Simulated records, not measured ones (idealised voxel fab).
process module | voxel transistor to metal
cross-section cut | 270 nm wide | cells 5 nm
A cross-section is a grid of square cells, given in bands from the top down. A band is one or more rows of cells.
Each band's line starts with the height of the band's top and of its bottom, in nm. Then come its materials from left to right, each with its width in nm. One material with "throughout" fills the band from edge to edge. "air" is empty space.
Height 0 is the level under which the wafer as received is all one material. The lowest band goes on downwards, as in "0 down".
A width such as "30 to 40" changes by the same amount from each row of cells to the next, from the band's top row to its bottom row.
"no change" after a step means that no cell of the cross-section changed.
closed voids: empty space of 8 cells or more with no open way to the top, each as width x height at its distance from the left edge, in nm
after a step's settings: what the simulator itself notes on the step
overlay nm, on a step with a mask: how far to the right of its planned place the mask lay; to the left if negative
plan
1 op RECEIVE | material Si
2 op OXIDIZE | depth nm 5
3 op CONFORMAL_DEP | material SiN | thk nm 15
4 op DIRECTIONAL_DEP | material aC | thk nm 10
5 op PATTERN | tone cover | mask id ACTIVE | material resist | width nm 105 | pitch nm 135 | thk nm 30 | overlay nm 0
6 op DIRECTIONAL_ETCH | etch materials aC | depth nm 10
7 op STRIP | etch materials resist
8 op DIRECTIONAL_ETCH | etch materials SiN | depth nm 15
9 op DIRECTIONAL_ETCH | etch materials SiO2 | depth nm 5
10 op DIRECTIONAL_ETCH | etch materials Si | depth nm 35
11 op STRIP | etch materials aC
12 op OXIDIZE | depth nm 5
13 op FILL_DEP | material SiO2 | thk nm 15
14 op CMP | height nm 15
15 op SELECTIVE_ETCH | etch materials SiO2 | depth nm 15
16 op STRIP | etch materials SiN
17 op SELECTIVE_ETCH | etch materials SiO2 | depth nm 5
18 op OXIDIZE | depth nm 5
19 op DIRECTIONAL_DEP | material polySi | thk nm 25
20 op DIRECTIONAL_DEP | material SiCN | thk nm 10
21 op PATTERN | tone cover | mask id GATE | material resist | width nm 25 | pitch nm 135 | thk nm 15 | overlay nm 0
22 op DIRECTIONAL_ETCH | etch materials SiCN | depth nm 20
23 op DIRECTIONAL_ETCH | etch materials polySi | depth nm 35
24 op STRIP | etch materials resist
25 op CONFORMAL_DEP | material SiO2 | thk nm 5
26 op DIRECTIONAL_ETCH | etch materials SiO2 | depth nm 5
27 op CONFORMAL_DEP | material SiN | thk nm 5
28 op DIRECTIONAL_ETCH | etch materials SiN | depth nm 5
29 op DIRECTIONAL_ETCH | etch materials SiO2 | depth nm 5
30 op DIRECTIONAL_ETCH | etch materials Si | depth nm 10
31 op EPI | material pSi | thk nm 15
32 op FILL_DEP | material SiO2 | thk nm 5
33 op CMP | height nm 30
34 op DIRECTIONAL_DEP | material SiO2 | thk nm 10
35 op MASKED_ETCH | tone open | mask id CONTACT | width nm 15 | etch materials SiO2 | depth nm 45 | overlay nm 0
36 op CONFORMAL_DEP | material TiN | thk nm 5
37 op FILL_DEP | material W | thk nm 10
38 op CMP | height nm 40
39 op DIRECTIONAL_DEP | material TiN | thk nm 5
40 op DIRECTIONAL_DEP | material W | thk nm 25
41 op PATTERN | tone cover | mask id METAL_1 | material resist | width nm 15 | thk nm 20 | overlay nm 0
42 op DIRECTIONAL_ETCH | etch materials W | depth nm 25
43 op DIRECTIONAL_ETCH | etch materials TiN | depth nm 5
44 op STRIP | etch materials resist
45 op CONFORMAL_DEP | material SiCN | thk nm 5
46 op FILL_DEP | material SiO2 | thk nm 5
47 op CMP | height nm 70
48 op CONFORMAL_DEP | material SiCN | thk nm 5
first wafer, as planned
as received, after step 1
  0 down: Si throughout
  closed voids: none
after step 2
  0 to -5: SiO2 throughout
  below -5: unchanged
after step 3
  15 to 0: SiN throughout
  below 0: unchanged
after step 4
  25 to 15: aC throughout
  below 15: unchanged
after step 5
  55 to 25: air 15 | resist 105 | air 30 | resist 105 | air 15
  below 25: unchanged
after step 6
  45 to 25: air 15 | resist 105 | air 30 | resist 105 | air 15
  25 to 15: air 15 | aC 105 | air 30 | aC 105 | air 15
  below 15: unchanged
after step 7
  25 to 15: air 15 | aC 105 | air 30 | aC 105 | air 15
  below 15: unchanged
after step 8
  25 to 15: air 15 | aC 105 | air 30 | aC 105 | air 15
  15 to 0: air 15 | SiN 105 | air 30 | SiN 105 | air 15
  below 0: unchanged
after step 9
  25 to 15: air 15 | aC 105 | air 30 | aC 105 | air 15
  15 to 0: air 15 | SiN 105 | air 30 | SiN 105 | air 15
  0 to -5: air 15 | SiO2 105 | air 30 | SiO2 105 | air 15
  below -5: unchanged
after step 10
  25 to 15: air 15 | aC 105 | air 30 | aC 105 | air 15
  15 to 0: air 15 | SiN 105 | air 30 | SiN 105 | air 15
  0 to -5: air 15 | SiO2 105 | air 30 | SiO2 105 | air 15
  -5 to -40: air 15 | Si 105 | air 30 | Si 105 | air 15
  below -40: unchanged
after step 11
  15 to 0: air 15 | SiN 105 | air 30 | SiN 105 | air 15
  below 0: unchanged
after step 12
  15 to 0: air 15 | SiN 105 | air 30 | SiN 105 | air 15
  0 to -5: air 15 | SiO2 105 | air 30 | SiO2 105 | air 15
  -5 to -40: air 15 | SiO2 5 | Si 95 | SiO2 5 | air 30 | SiO2 5 | Si 95 | SiO2 5 | air 15
  -40 to -45: SiO2 20 | Si 95 | SiO2 40 | Si 95 | SiO2 20
  below -45: unchanged
after step 13
  30 to 15: SiO2 throughout
  15 to 0: SiO2 15 | SiN 105 | SiO2 30 | SiN 105 | SiO2 15
  0 to -5: SiO2 throughout
  -5 to -45: SiO2 20 | Si 95 | SiO2 40 | Si 95 | SiO2 20
  below -45: unchanged
after step 14
  15 to 0: SiO2 15 | SiN 105 | SiO2 30 | SiN 105 | SiO2 15
  below 0: unchanged
after step 15
  15 to 0: air 15 | SiN 105 | air 30 | SiN 105 | air 15
  below 0: unchanged
after step 16
  0 to -5: SiO2 throughout
  below -5: unchanged
after step 17
  -5 to -45: SiO2 20 | Si 95 | SiO2 40 | Si 95 | SiO2 20
  below -45: unchanged
after step 18
  -5 to -10: SiO2 throughout
  below -10: unchanged
after step 19
  20 to -5: polySi throughout
  below -5: unchanged
after step 20
  30 to 20: SiCN throughout
  below 20: unchanged
after step 21
  45 to 30: air 55 | resist 25 | air 110 | resist 25 | air 55
  below 30: unchanged
after step 22
  45 to 30: air 55 | resist 25 | air 110 | resist 25 | air 55
  30 to 20: air 55 | SiCN 25 | air 110 | SiCN 25 | air 55
  below 20: unchanged
after step 23
  45 to 30: air 55 | resist 25 | air 110 | resist 25 | air 55
  30 to 20: air 55 | SiCN 25 | air 110 | SiCN 25 | air 55
  20 to -5: air 55 | polySi 25 | air 110 | polySi 25 | air 55
  below -5: unchanged
after step 24
  30 to 20: air 55 | SiCN 25 | air 110 | SiCN 25 | air 55
  below 20: unchanged
after step 25
  35 to 30: air 50 | SiO2 35 | air 100 | SiO2 35 | air 50
  30 to 20: air 50 | SiO2 5 | SiCN 25 | SiO2 5 | air 100 | SiO2 5 | SiCN 25 | SiO2 5 | air 50
  20 to 0: air 50 | SiO2 5 | polySi 25 | SiO2 5 | air 100 | SiO2 5 | polySi 25 | SiO2 5 | air 50
  0 to -5: SiO2 55 | polySi 25 | SiO2 110 | polySi 25 | SiO2 55
  below -5: unchanged
after step 26
  30 to 20: air 50 | SiO2 5 | SiCN 25 | SiO2 5 | air 100 | SiO2 5 | SiCN 25 | SiO2 5 | air 50
  20 to -5: air 50 | SiO2 5 | polySi 25 | SiO2 5 | air 100 | SiO2 5 | polySi 25 | SiO2 5 | air 50
  below -5: unchanged
after step 27
  35 to 30: air 45 | SiN 45 | air 90 | SiN 45 | air 45
  30 to 20: air 45 | SiN 5 | SiO2 5 | SiCN 25 | SiO2 5 | SiN 5 | air 90 | SiN 5 | SiO2 5 | SiCN 25 | SiO2 5 | SiN 5 | air 45
  20 to 0: air 45 | SiN 5 | SiO2 5 | polySi 25 | SiO2 5 | SiN 5 | air 90 | SiN 5 | SiO2 5 | polySi 25 | SiO2 5 | SiN 5 | air 45
  0 to -5: SiN 50 | SiO2 5 | polySi 25 | SiO2 5 | SiN 100 | SiO2 5 | polySi 25 | SiO2 5 | SiN 50
  below -5: unchanged
after step 28
  30 to 20: air 45 | SiN 5 | SiO2 5 | SiCN 25 | SiO2 5 | SiN 5 | air 90 | SiN 5 | SiO2 5 | SiCN 25 | SiO2 5 | SiN 5 | air 45
  20 to -5: air 45 | SiN 5 | SiO2 5 | polySi 25 | SiO2 5 | SiN 5 | air 90 | SiN 5 | SiO2 5 | polySi 25 | SiO2 5 | SiN 5 | air 45
  below -5: unchanged
after step 29
  30 to 25: air 45 | SiN 5 | air 5 | SiCN 25 | air 5 | SiN 5 | air 90 | SiN 5 | air 5 | SiCN 25 | air 5 | SiN 5 | air 45
  25 to 20: air 45 | SiN 5 | SiO2 5 | SiCN 25 | SiO2 5 | SiN 5 | air 90 | SiN 5 | SiO2 5 | SiCN 25 | SiO2 5 | SiN 5 | air 45
  20 to -5: air 45 | SiN 5 | SiO2 5 | polySi 25 | SiO2 5 | SiN 5 | air 90 | SiN 5 | SiO2 5 | polySi 25 | SiO2 5 | SiN 5 | air 45
  -5 to -10: air 45 | SiO2 45 | air 90 | SiO2 45 | air 45
  below -10: unchanged
after step 30
  30 to 25: air 45 | SiN 5 | air 5 | SiCN 25 | air 5 | SiN 5 | air 90 | SiN 5 | air 5 | SiCN 25 | air 5 | SiN 5 | air 45
  25 to 20: air 45 | SiN 5 | SiO2 5 | SiCN 25 | SiO2 5 | SiN 5 | air 90 | SiN 5 | SiO2 5 | SiCN 25 | SiO2 5 | SiN 5 | air 45
  20 to -5: air 45 | SiN 5 | SiO2 5 | polySi 25 | SiO2 5 | SiN 5 | air 90 | SiN 5 | SiO2 5 | polySi 25 | SiO2 5 | SiN 5 | air 45
  -5 to -10: air 45 | SiO2 45 | air 90 | SiO2 45 | air 45
  -10 to -20: SiO2 20 | air 25 | Si 45 | air 25 | SiO2 40 | air 25 | Si 45 | air 25 | SiO2 20
  below -20: unchanged
after step 31
  30 to 25: air 45 | SiN 5 | air 5 | SiCN 25 | air 5 | SiN 5 | air 90 | SiN 5 | air 5 | SiCN 25 | air 5 | SiN 5 | air 45
  25 to 20: air 45 | SiN 5 | SiO2 5 | SiCN 25 | SiO2 5 | SiN 5 | air 90 | SiN 5 | SiO2 5 | SiCN 25 | SiO2 5 | SiN 5 | air 45
  20 to 5: air 45 | SiN 5 | SiO2 5 | polySi 25 | SiO2 5 | SiN 5 | air 90 | SiN 5 | SiO2 5 | polySi 25 | SiO2 5 | SiN 5 | air 45
  5 to -5: air 30 | pSi 15 | SiN 5 | SiO2 5 | polySi 25 | SiO2 5 | SiN 5 | pSi 15 | air 60 | pSi 15 | SiN 5 | SiO2 5 | polySi 25 | SiO2 5 | SiN 5 | pSi 15 | air 30
  -5 to -10: air 15 | pSi 30 | SiO2 45 | pSi 30 | air 30 | pSi 30 | SiO2 45 | pSi 30 | air 15
  -10 to -20: SiO2 20 | pSi 25 | Si 45 | pSi 25 | SiO2 40 | pSi 25 | Si 45 | pSi 25 | SiO2 20
  below -20: unchanged
after step 32
  35 to 30: SiO2 throughout
  30 to 20: SiO2 45 | SiN 5 | SiO2 5 | SiCN 25 | SiO2 5 | SiN 5 | SiO2 90 | SiN 5 | SiO2 5 | SiCN 25 | SiO2 5 | SiN 5 | SiO2 45
  20 to 5: SiO2 45 | SiN 5 | SiO2 5 | polySi 25 | SiO2 5 | SiN 5 | SiO2 90 | SiN 5 | SiO2 5 | polySi 25 | SiO2 5 | SiN 5 | SiO2 45
  5 to -5: SiO2 30 | pSi 15 | SiN 5 | SiO2 5 | polySi 25 | SiO2 5 | SiN 5 | pSi 15 | SiO2 60 | pSi 15 | SiN 5 | SiO2 5 | polySi 25 | SiO2 5 | SiN 5 | pSi 15 | SiO2 30
  -5 to -10: SiO2 15 | pSi 30 | SiO2 45 | pSi 30 | SiO2 30 | pSi 30 | SiO2 45 | pSi 30 | SiO2 15
  below -10: unchanged
after step 33
  30 to 20: SiO2 45 | SiN 5 | SiO2 5 | SiCN 25 | SiO2 5 | SiN 5 | SiO2 90 | SiN 5 | SiO2 5 | SiCN 25 | SiO2 5 | SiN 5 | SiO2 45
  below 20: unchanged
after step 34
  40 to 30: SiO2 throughout
  below 30: unchanged
after step 35
  40 to 30: SiO2 20 | air 15 | SiO2 65 | air 15 | SiO2 40 | air 15 | SiO2 65 | air 15 | SiO2 20
  30 to 20: SiO2 20 | air 15 | SiO2 10 | SiN 5 | SiO2 5 | SiCN 25 | SiO2 5 | SiN 5 | SiO2 10 | air 15 | SiO2 40 | air 15 | SiO2 10 | SiN 5 | SiO2 5 | SiCN 25 | SiO2 5 | SiN 5 | SiO2 10 | air 15 | SiO2 20
  20 to 5: SiO2 20 | air 15 | SiO2 10 | SiN 5 | SiO2 5 | polySi 25 | SiO2 5 | SiN 5 | SiO2 10 | air 15 | SiO2 40 | air 15 | SiO2 10 | SiN 5 | SiO2 5 | polySi 25 | SiO2 5 | SiN 5 | SiO2 10 | air 15 | SiO2 20
  5 to -5: SiO2 20 | air 10 | pSi 15 | SiN 5 | SiO2 5 | polySi 25 | SiO2 5 | SiN 5 | pSi 15 | air 10 | SiO2 40 | air 10 | pSi 15 | SiN 5 | SiO2 5 | polySi 25 | SiO2 5 | SiN 5 | pSi 15 | air 10 | SiO2 20
  below -5: unchanged
after step 36
  45 to 40: TiN 25 | air 5 | TiN 75 | air 5 | TiN 50 | air 5 | TiN 75 | air 5 | TiN 25
  40 to 30: SiO2 20 | TiN 5 | air 5 | TiN 5 | SiO2 65 | TiN 5 | air 5 | TiN 5 | SiO2 40 | TiN 5 | air 5 | TiN 5 | SiO2 65 | TiN 5 | air 5 | TiN 5 | SiO2 20
  30 to 20: SiO2 20 | TiN 5 | air 5 | TiN 5 | SiO2 10 | SiN 5 | SiO2 5 | SiCN 25 | SiO2 5 | SiN 5 | SiO2 10 | TiN 5 | air 5 | TiN 5 | SiO2 40 | TiN 5 | air 5 | TiN 5 | SiO2 10 | SiN 5 | SiO2 5 | SiCN 25 | SiO2 5 | SiN 5 | SiO2 10 | TiN 5 | air 5 | TiN 5 | SiO2 20
  20 to 10: SiO2 20 | TiN 5 | air 5 | TiN 5 | SiO2 10 | SiN 5 | SiO2 5 | polySi 25 | SiO2 5 | SiN 5 | SiO2 10 | TiN 5 | air 5 | TiN 5 | SiO2 40 | TiN 5 | air 5 | TiN 5 | SiO2 10 | SiN 5 | SiO2 5 | polySi 25 | SiO2 5 | SiN 5 | SiO2 10 | TiN 5 | air 5 | TiN 5 | SiO2 20
  10 to 5: SiO2 20 | TiN 15 | SiO2 10 | SiN 5 | SiO2 5 | polySi 25 | SiO2 5 | SiN 5 | SiO2 10 | TiN 15 | SiO2 40 | TiN 15 | SiO2 10 | SiN 5 | SiO2 5 | polySi 25 | SiO2 5 | SiN 5 | SiO2 10 | TiN 15 | SiO2 20
  5 to -5: SiO2 20 | TiN 10 | pSi 15 | SiN 5 | SiO2 5 | polySi 25 | SiO2 5 | SiN 5 | pSi 15 | TiN 10 | SiO2 40 | TiN 10 | pSi 15 | SiN 5 | SiO2 5 | polySi 25 | SiO2 5 | SiN 5 | pSi 15 | TiN 10 | SiO2 20
  below -5: unchanged
after step 37
  55 to 45: W throughout
  45 to 40: TiN 25 | W 5 | TiN 75 | W 5 | TiN 50 | W 5 | TiN 75 | W 5 | TiN 25
  40 to 30: SiO2 20 | TiN 5 | W 5 | TiN 5 | SiO2 65 | TiN 5 | W 5 | TiN 5 | SiO2 40 | TiN 5 | W 5 | TiN 5 | SiO2 65 | TiN 5 | W 5 | TiN 5 | SiO2 20
  30 to 20: SiO2 20 | TiN 5 | W 5 | TiN 5 | SiO2 10 | SiN 5 | SiO2 5 | SiCN 25 | SiO2 5 | SiN 5 | SiO2 10 | TiN 5 | W 5 | TiN 5 | SiO2 40 | TiN 5 | W 5 | TiN 5 | SiO2 10 | SiN 5 | SiO2 5 | SiCN 25 | SiO2 5 | SiN 5 | SiO2 10 | TiN 5 | W 5 | TiN 5 | SiO2 20
  20 to 10: SiO2 20 | TiN 5 | W 5 | TiN 5 | SiO2 10 | SiN 5 | SiO2 5 | polySi 25 | SiO2 5 | SiN 5 | SiO2 10 | TiN 5 | W 5 | TiN 5 | SiO2 40 | TiN 5 | W 5 | TiN 5 | SiO2 10 | SiN 5 | SiO2 5 | polySi 25 | SiO2 5 | SiN 5 | SiO2 10 | TiN 5 | W 5 | TiN 5 | SiO2 20
  below 10: unchanged
after step 38
  40 to 30: SiO2 20 | TiN 5 | W 5 | TiN 5 | SiO2 65 | TiN 5 | W 5 | TiN 5 | SiO2 40 | TiN 5 | W 5 | TiN 5 | SiO2 65 | TiN 5 | W 5 | TiN 5 | SiO2 20
  below 30: unchanged
after step 39
  45 to 40: TiN throughout
  below 40: unchanged
after step 40
  70 to 45: W throughout
  below 45: unchanged
after step 41
  90 to 70: air 20 | resist 15 | air 65 | resist 15 | air 40 | resist 15 | air 65 | resist 15 | air 20
  below 70: unchanged
after step 42
  90 to 70: air 20 | resist 15 | air 65 | resist 15 | air 40 | resist 15 | air 65 | resist 15 | air 20
  70 to 45: air 20 | W 15 | air 65 | W 15 | air 40 | W 15 | air 65 | W 15 | air 20
  below 45: unchanged
after step 43
  90 to 70: air 20 | resist 15 | air 65 | resist 15 | air 40 | resist 15 | air 65 | resist 15 | air 20
  70 to 45: air 20 | W 15 | air 65 | W 15 | air 40 | W 15 | air 65 | W 15 | air 20
  45 to 40: air 20 | TiN 15 | air 65 | TiN 15 | air 40 | TiN 15 | air 65 | TiN 15 | air 20
  below 40: unchanged
after step 44
  70 to 45: air 20 | W 15 | air 65 | W 15 | air 40 | W 15 | air 65 | W 15 | air 20
  below 45: unchanged
after step 45
  75 to 70: air 15 | SiCN 25 | air 55 | SiCN 25 | air 30 | SiCN 25 | air 55 | SiCN 25 | air 15
  70 to 45: air 15 | SiCN 5 | W 15 | SiCN 5 | air 55 | SiCN 5 | W 15 | SiCN 5 | air 30 | SiCN 5 | W 15 | SiCN 5 | air 55 | SiCN 5 | W 15 | SiCN 5 | air 15
  45 to 40: SiCN 20 | TiN 15 | SiCN 65 | TiN 15 | SiCN 40 | TiN 15 | SiCN 65 | TiN 15 | SiCN 20
  below 40: unchanged
after step 46
  80 to 75: SiO2 throughout
  75 to 70: SiO2 15 | SiCN 25 | SiO2 55 | SiCN 25 | SiO2 30 | SiCN 25 | SiO2 55 | SiCN 25 | SiO2 15
  70 to 45: SiO2 15 | SiCN 5 | W 15 | SiCN 5 | SiO2 55 | SiCN 5 | W 15 | SiCN 5 | SiO2 30 | SiCN 5 | W 15 | SiCN 5 | SiO2 55 | SiCN 5 | W 15 | SiCN 5 | SiO2 15
  below 45: unchanged
after step 47
  70 to 45: SiO2 15 | SiCN 5 | W 15 | SiCN 5 | SiO2 55 | SiCN 5 | W 15 | SiCN 5 | SiO2 30 | SiCN 5 | W 15 | SiCN 5 | SiO2 55 | SiCN 5 | W 15 | SiCN 5 | SiO2 15
  below 45: unchanged
after step 48
  75 to 70: SiCN throughout
  below 70: unchanged
second wafer: like start, like plan, one mistake. Through step 30 it matches the first wafer
when step 31 should have ended
  30 to 25: air 45 | SiN 5 | air 5 | SiCN 25 | air 5 | SiN 5 | air 90 | SiN 5 | air 5 | SiCN 25 | air 5 | SiN 5 | air 45
  25 to 20: air 45 | SiN 5 | SiO2 5 | SiCN 25 | SiO2 5 | SiN 5 | air 90 | SiN 5 | SiO2 5 | SiCN 25 | SiO2 5 | SiN 5 | air 45
  20 to 10: air 45 | SiN 5 | SiO2 5 | polySi 25 | SiO2 5 | SiN 5 | air 90 | SiN 5 | SiO2 5 | polySi 25 | SiO2 5 | SiN 5 | air 45
  10 to 0: air 25 | pSi 20 | SiN 5 | SiO2 5 | polySi 25 | SiO2 5 | SiN 5 | pSi 20 | air 50 | pSi 20 | SiN 5 | SiO2 5 | polySi 25 | SiO2 5 | SiN 5 | pSi 20 | air 25
  0 to -5: air 10 | pSi 35 | SiN 5 | SiO2 5 | polySi 25 | SiO2 5 | SiN 5 | pSi 35 | air 20 | pSi 35 | SiN 5 | SiO2 5 | polySi 25 | SiO2 5 | SiN 5 | pSi 35 | air 10
  -5 to -10: air 10 | pSi 35 | SiO2 45 | pSi 35 | air 20 | pSi 35 | SiO2 45 | pSi 35 | air 10
  -10 to -20: SiO2 20 | pSi 25 | Si 45 | pSi 25 | SiO2 40 | pSi 25 | Si 45 | pSi 25 | SiO2 20
  below -20: unchanged
when step 32 should have ended
  35 to 30: SiO2 throughout
  30 to 20: SiO2 45 | SiN 5 | SiO2 5 | SiCN 25 | SiO2 5 | SiN 5 | SiO2 90 | SiN 5 | SiO2 5 | SiCN 25 | SiO2 5 | SiN 5 | SiO2 45
  20 to 10: SiO2 45 | SiN 5 | SiO2 5 | polySi 25 | SiO2 5 | SiN 5 | SiO2 90 | SiN 5 | SiO2 5 | polySi 25 | SiO2 5 | SiN 5 | SiO2 45
  10 to 0: SiO2 25 | pSi 20 | SiN 5 | SiO2 5 | polySi 25 | SiO2 5 | SiN 5 | pSi 20 | SiO2 50 | pSi 20 | SiN 5 | SiO2 5 | polySi 25 | SiO2 5 | SiN 5 | pSi 20 | SiO2 25
  0 to -5: SiO2 10 | pSi 35 | SiN 5 | SiO2 5 | polySi 25 | SiO2 5 | SiN 5 | pSi 35 | SiO2 20 | pSi 35 | SiN 5 | SiO2 5 | polySi 25 | SiO2 5 | SiN 5 | pSi 35 | SiO2 10
  -5 to -10: SiO2 10 | pSi 35 | SiO2 45 | pSi 35 | SiO2 20 | pSi 35 | SiO2 45 | pSi 35 | SiO2 10
  below -10: unchanged
when step 33 should have ended
  30 to 20: SiO2 45 | SiN 5 | SiO2 5 | SiCN 25 | SiO2 5 | SiN 5 | SiO2 90 | SiN 5 | SiO2 5 | SiCN 25 | SiO2 5 | SiN 5 | SiO2 45
  below 20: unchanged
when step 34 should have ended
  40 to 30: SiO2 throughout
  below 30: unchanged
when step 35 should have ended
  40 to 30: SiO2 20 | air 15 | SiO2 65 | air 15 | SiO2 40 | air 15 | SiO2 65 | air 15 | SiO2 20
  30 to 20: SiO2 20 | air 15 | SiO2 10 | SiN 5 | SiO2 5 | SiCN 25 | SiO2 5 | SiN 5 | SiO2 10 | air 15 | SiO2 40 | air 15 | SiO2 10 | SiN 5 | SiO2 5 | SiCN 25 | SiO2 5 | SiN 5 | SiO2 10 | air 15 | SiO2 20
  20 to 10: SiO2 20 | air 15 | SiO2 10 | SiN 5 | SiO2 5 | polySi 25 | SiO2 5 | SiN 5 | SiO2 10 | air 15 | SiO2 40 | air 15 | SiO2 10 | SiN 5 | SiO2 5 | polySi 25 | SiO2 5 | SiN 5 | SiO2 10 | air 15 | SiO2 20
  10 to 0: SiO2 20 | air 5 | pSi 20 | SiN 5 | SiO2 5 | polySi 25 | SiO2 5 | SiN 5 | pSi 20 | air 5 | SiO2 40 | air 5 | pSi 20 | SiN 5 | SiO2 5 | polySi 25 | SiO2 5 | SiN 5 | pSi 20 | air 5 | SiO2 20
  below 0: unchanged
when step 36 should have ended
  45 to 40: TiN 25 | air 5 | TiN 75 | air 5 | TiN 50 | air 5 | TiN 75 | air 5 | TiN 25
  40 to 30: SiO2 20 | TiN 5 | air 5 | TiN 5 | SiO2 65 | TiN 5 | air 5 | TiN 5 | SiO2 40 | TiN 5 | air 5 | TiN 5 | SiO2 65 | TiN 5 | air 5 | TiN 5 | SiO2 20
  30 to 20: SiO2 20 | TiN 5 | air 5 | TiN 5 | SiO2 10 | SiN 5 | SiO2 5 | SiCN 25 | SiO2 5 | SiN 5 | SiO2 10 | TiN 5 | air 5 | TiN 5 | SiO2 40 | TiN 5 | air 5 | TiN 5 | SiO2 10 | SiN 5 | SiO2 5 | SiCN 25 | SiO2 5 | SiN 5 | SiO2 10 | TiN 5 | air 5 | TiN 5 | SiO2 20
  20 to 15: SiO2 20 | TiN 5 | air 5 | TiN 5 | SiO2 10 | SiN 5 | SiO2 5 | polySi 25 | SiO2 5 | SiN 5 | SiO2 10 | TiN 5 | air 5 | TiN 5 | SiO2 40 | TiN 5 | air 5 | TiN 5 | SiO2 10 | SiN 5 | SiO2 5 | polySi 25 | SiO2 5 | SiN 5 | SiO2 10 | TiN 5 | air 5 | TiN 5 | SiO2 20
  15 to 10: SiO2 20 | TiN 15 | SiO2 10 | SiN 5 | SiO2 5 | polySi 25 | SiO2 5 | SiN 5 | SiO2 10 | TiN 15 | SiO2 40 | TiN 15 | SiO2 10 | SiN 5 | SiO2 5 | polySi 25 | SiO2 5 | SiN 5 | SiO2 10 | TiN 15 | SiO2 20
  10 to 0: SiO2 20 | TiN 5 | pSi 20 | SiN 5 | SiO2 5 | polySi 25 | SiO2 5 | SiN 5 | pSi 20 | TiN 5 | SiO2 40 | TiN 5 | pSi 20 | SiN 5 | SiO2 5 | polySi 25 | SiO2 5 | SiN 5 | pSi 20 | TiN 5 | SiO2 20
  below 0: unchanged
when step 37 should have ended
  55 to 45: W throughout
  45 to 40: TiN 25 | W 5 | TiN 75 | W 5 | TiN 50 | W 5 | TiN 75 | W 5 | TiN 25
  40 to 30: SiO2 20 | TiN 5 | W 5 | TiN 5 | SiO2 65 | TiN 5 | W 5 | TiN 5 | SiO2 40 | TiN 5 | W 5 | TiN 5 | SiO2 65 | TiN 5 | W 5 | TiN 5 | SiO2 20
  30 to 20: SiO2 20 | TiN 5 | W 5 | TiN 5 | SiO2 10 | SiN 5 | SiO2 5 | SiCN 25 | SiO2 5 | SiN 5 | SiO2 10 | TiN 5 | W 5 | TiN 5 | SiO2 40 | TiN 5 | W 5 | TiN 5 | SiO2 10 | SiN 5 | SiO2 5 | SiCN 25 | SiO2 5 | SiN 5 | SiO2 10 | TiN 5 | W 5 | TiN 5 | SiO2 20
  20 to 15: SiO2 20 | TiN 5 | W 5 | TiN 5 | SiO2 10 | SiN 5 | SiO2 5 | polySi 25 | SiO2 5 | SiN 5 | SiO2 10 | TiN 5 | W 5 | TiN 5 | SiO2 40 | TiN 5 | W 5 | TiN 5 | SiO2 10 | SiN 5 | SiO2 5 | polySi 25 | SiO2 5 | SiN 5 | SiO2 10 | TiN 5 | W 5 | TiN 5 | SiO2 20
  below 15: unchanged
when step 38 should have ended
  40 to 30: SiO2 20 | TiN 5 | W 5 | TiN 5 | SiO2 65 | TiN 5 | W 5 | TiN 5 | SiO2 40 | TiN 5 | W 5 | TiN 5 | SiO2 65 | TiN 5 | W 5 | TiN 5 | SiO2 20
  below 30: unchanged
when step 39 should have ended
  45 to 40: TiN throughout
  below 40: unchanged
when step 40 should have ended
  70 to 45: W throughout
  below 45: unchanged
when step 41 should have ended
  90 to 70: air 20 | resist 15 | air 65 | resist 15 | air 40 | resist 15 | air 65 | resist 15 | air 20
  below 70: unchanged
when step 42 should have ended
  90 to 70: air 20 | resist 15 | air 65 | resist 15 | air 40 | resist 15 | air 65 | resist 15 | air 20
  70 to 45: air 20 | W 15 | air 65 | W 15 | air 40 | W 15 | air 65 | W 15 | air 20
  below 45: unchanged
when step 43 should have ended
  90 to 70: air 20 | resist 15 | air 65 | resist 15 | air 40 | resist 15 | air 65 | resist 15 | air 20
  70 to 45: air 20 | W 15 | air 65 | W 15 | air 40 | W 15 | air 65 | W 15 | air 20
  45 to 40: air 20 | TiN 15 | air 65 | TiN 15 | air 40 | TiN 15 | air 65 | TiN 15 | air 20
  below 40: unchanged
when step 44 should have ended
  70 to 45: air 20 | W 15 | air 65 | W 15 | air 40 | W 15 | air 65 | W 15 | air 20
  below 45: unchanged
when step 45 should have ended
  75 to 70: air 15 | SiCN 25 | air 55 | SiCN 25 | air 30 | SiCN 25 | air 55 | SiCN 25 | air 15
  70 to 45: air 15 | SiCN 5 | W 15 | SiCN 5 | air 55 | SiCN 5 | W 15 | SiCN 5 | air 30 | SiCN 5 | W 15 | SiCN 5 | air 55 | SiCN 5 | W 15 | SiCN 5 | air 15
  45 to 40: SiCN 20 | TiN 15 | SiCN 65 | TiN 15 | SiCN 40 | TiN 15 | SiCN 65 | TiN 15 | SiCN 20
  below 40: unchanged
when step 46 should have ended
  80 to 75: SiO2 throughout
  75 to 70: SiO2 15 | SiCN 25 | SiO2 55 | SiCN 25 | SiO2 30 | SiCN 25 | SiO2 55 | SiCN 25 | SiO2 15
  70 to 45: SiO2 15 | SiCN 5 | W 15 | SiCN 5 | SiO2 55 | SiCN 5 | W 15 | SiCN 5 | SiO2 30 | SiCN 5 | W 15 | SiCN 5 | SiO2 55 | SiCN 5 | W 15 | SiCN 5 | SiO2 15
  below 45: unchanged
when step 47 should have ended
  70 to 45: SiO2 15 | SiCN 5 | W 15 | SiCN 5 | SiO2 55 | SiCN 5 | W 15 | SiCN 5 | SiO2 30 | SiCN 5 | W 15 | SiCN 5 | SiO2 55 | SiCN 5 | W 15 | SiCN 5 | SiO2 15
  below 45: unchanged
when step 48 should have ended
  75 to 70: SiCN throughout
  below 70: unchanged
what went wrong: step 31 ran as: op EPI | material pSi | thk nm 20
at the end the second wafer has, in cells: 20 fewer of SiO2 | 16 fewer of TiN | 4 fewer of W | 40 more of pSi
